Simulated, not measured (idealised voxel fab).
process module | voxel fin reveal
cross-section cut | 260 nm wide | cells 5 nm
A cross-section is a grid of square cells, given in bands from the top down. A band is one or more rows of cells.
Each band's line starts with the height of the band's top and of its bottom, in nm. Then come its materials from left to right, each with its width in nm. One material with "throughout" fills the band from edge to edge. "air" is empty space.
Height 0 is the level under which the wafer as received is all one material. The lowest band goes on downwards, as in "0 down".
A width such as "30 to 40" changes by the same amount from each row of cells to the next, from the band's top row to its bottom row.
"no change" after a step means that no cell of the cross-section changed.
closed voids: empty space of 8 cells or more with no open way to the top, each as width x height at its distance from the left edge, in nm
after a step's settings: what the simulator itself notes on the step
overlay nm, on a step with a mask: how far to the right of its planned place the mask lay; to the left if negative
plan
1 op RECEIVE | material Si
2 op CONFORMAL_DEP | material SiN | thk nm 10
3 op PATTERN | tone cover | mask id FINS | material resist | width nm 15 | pitch nm 35 | thk nm 20 | overlay nm 0
4 op DIRECTIONAL_ETCH | etch materials SiN | depth nm 10
5 op DIRECTIONAL_ETCH | etch materials Si | depth nm 30
6 op STRIP | etch materials resist
7 op OXIDIZE | depth nm 5
8 op FILL_DEP | material SiO2 | thk nm 10
9 op CMP | height nm 10
10 op SELECTIVE_ETCH | etch materials SiO2 | depth nm 25
11 op STRIP | etch materials SiN
first wafer, as planned
as received, after step 1
  0 down: Si throughout
  closed voids: none
after step 2
  10 to 0: SiN throughout
  below 0: unchanged
after step 3
  30 to 10: air 70 | resist 15 | air 20 | resist 15 | air 20 | resist 15 | air 20 | resist 15 | air 70
  below 10: unchanged
after step 4
  30 to 10: air 70 | resist 15 | air 20 | resist 15 | air 20 | resist 15 | air 20 | resist 15 | air 70
  10 to 0: air 70 | SiN 15 | air 20 | SiN 15 | air 20 | SiN 15 | air 20 | SiN 15 | air 70
  below 0: unchanged
after step 5
  30 to 10: air 70 | resist 15 | air 20 | resist 15 | air 20 | resist 15 | air 20 | resist 15 | air 70
  10 to 0: air 70 | SiN 15 | air 20 | SiN 15 | air 20 | SiN 15 | air 20 | SiN 15 | air 70
  0 to -30: air 70 | Si 15 | air 20 | Si 15 | air 20 | Si 15 | air 20 | Si 15 | air 70
  below -30: unchanged
after step 6
  10 to 0: air 70 | SiN 15 | air 20 | SiN 15 | air 20 | SiN 15 | air 20 | SiN 15 | air 70
  below 0: unchanged
after step 7
  10 to 0: air 70 | SiN 15 | air 20 | SiN 15 | air 20 | SiN 15 | air 20 | SiN 15 | air 70
  0 to -30: air 70 | SiO2 5 | Si 5 | SiO2 5 | air 20 | SiO2 5 | Si 5 | SiO2 5 | air 20 | SiO2 5 | Si 5 | SiO2 5 | air 20 | SiO2 5 | Si 5 | SiO2 5 | air 70
  -30 to -35: SiO2 75 | Si 5 | SiO2 30 | Si 5 | SiO2 30 | Si 5 | SiO2 30 | Si 5 | SiO2 75
  below -35: unchanged
after step 8
  20 to 10: SiO2 throughout
  10 to 0: SiO2 70 | SiN 15 | SiO2 20 | SiN 15 | SiO2 20 | SiN 15 | SiO2 20 | SiN 15 | SiO2 70
  0 to -35: SiO2 75 | Si 5 | SiO2 30 | Si 5 | SiO2 30 | Si 5 | SiO2 30 | Si 5 | SiO2 75
  below -35: unchanged
after step 9
  10 to 0: SiO2 70 | SiN 15 | SiO2 20 | SiN 15 | SiO2 20 | SiN 15 | SiO2 20 | SiN 15 | SiO2 70
  below 0: unchanged
after step 10
  10 to 0: air 70 | SiN 15 | air 20 | SiN 15 | air 20 | SiN 15 | air 20 | SiN 15 | air 70
  0 to -15: air 75 | Si 5 | air 30 | Si 5 | air 30 | Si 5 | air 30 | Si 5 | air 75
  below -15: unchanged
after step 11
  0 to -15: air 75 | Si 5 | air 30 | Si 5 | air 30 | Si 5 | air 30 | Si 5 | air 75
  below -15: unchanged
second wafer: like start, like plan, one mistake. Through step 2 it matches the first wafer
when step 3 should have ended
  30 to 10: air 70 | resist 20 | air 15 | resist 20 | air 15 | resist 20 | air 15 | resist 20 | air 65
  below 10: unchanged
when step 4 should have ended
  30 to 10: air 70 | resist 20 | air 15 | resist 20 | air 15 | resist 20 | air 15 | resist 20 | air 65
  10 to 0: air 70 | SiN 20 | air 15 | SiN 20 | air 15 | SiN 20 | air 15 | SiN 20 | air 65
  below 0: unchanged
when step 5 should have ended
  30 to 10: air 70 | resist 20 | air 15 | resist 20 | air 15 | resist 20 | air 15 | resist 20 | air 65
  10 to 0: air 70 | SiN 20 | air 15 | SiN 20 | air 15 | SiN 20 | air 15 | SiN 20 | air 65
  0 to -30: air 70 | Si 20 | air 15 | Si 20 | air 15 | Si 20 | air 15 | Si 20 | air 65
  below -30: unchanged
when step 6 should have ended
  10 to 0: air 70 | SiN 20 | air 15 | SiN 20 | air 15 | SiN 20 | air 15 | SiN 20 | air 65
  below 0: unchanged
when step 7 should have ended
  10 to 0: air 70 | SiN 20 | air 15 | SiN 20 | air 15 | SiN 20 | air 15 | SiN 20 | air 65
  0 to -30: air 70 | SiO2 5 | Si 10 | SiO2 5 | air 15 | SiO2 5 | Si 10 | SiO2 5 | air 15 | SiO2 5 | Si 10 | SiO2 5 | air 15 | SiO2 5 | Si 10 | SiO2 5 | air 65
  -30 to -35: SiO2 75 | Si 10 | SiO2 25 | Si 10 | SiO2 25 | Si 10 | SiO2 25 | Si 10 | SiO2 70
  below -35: unchanged
when step 8 should have ended
  20 to 10: SiO2 throughout
  10 to 0: SiO2 70 | SiN 20 | SiO2 15 | SiN 20 | SiO2 15 | SiN 20 | SiO2 15 | SiN 20 | SiO2 65
  0 to -35: SiO2 75 | Si 10 | SiO2 25 | Si 10 | SiO2 25 | Si 10 | SiO2 25 | Si 10 | SiO2 70
  below -35: unchanged
when step 9 should have ended
  10 to 0: SiO2 70 | SiN 20 | SiO2 15 | SiN 20 | SiO2 15 | SiN 20 | SiO2 15 | SiN 20 | SiO2 65
  below 0: unchanged
when step 10 should have ended
  10 to 0: air 70 | SiN 20 | air 15 | SiN 20 | air 15 | SiN 20 | air 15 | SiN 20 | air 65
  0 to -15: air 75 | Si 10 | air 25 | Si 10 | air 25 | Si 10 | air 25 | Si 10 | air 70
  below -15: unchanged
when step 11 should have ended
  0 to -15: air 75 | Si 10 | air 25 | Si 10 | air 25 | Si 10 | air 25 | Si 10 | air 70
  below -15: unchanged
what went wrong: step 3 ran as: op PATTERN | tone cover | mask id FINS | material resist | width nm 20 | pitch nm 35 | thk nm 20 | overlay nm 0
at the end the second wafer has, in cells: 28 more of Si | 16 fewer of SiO2
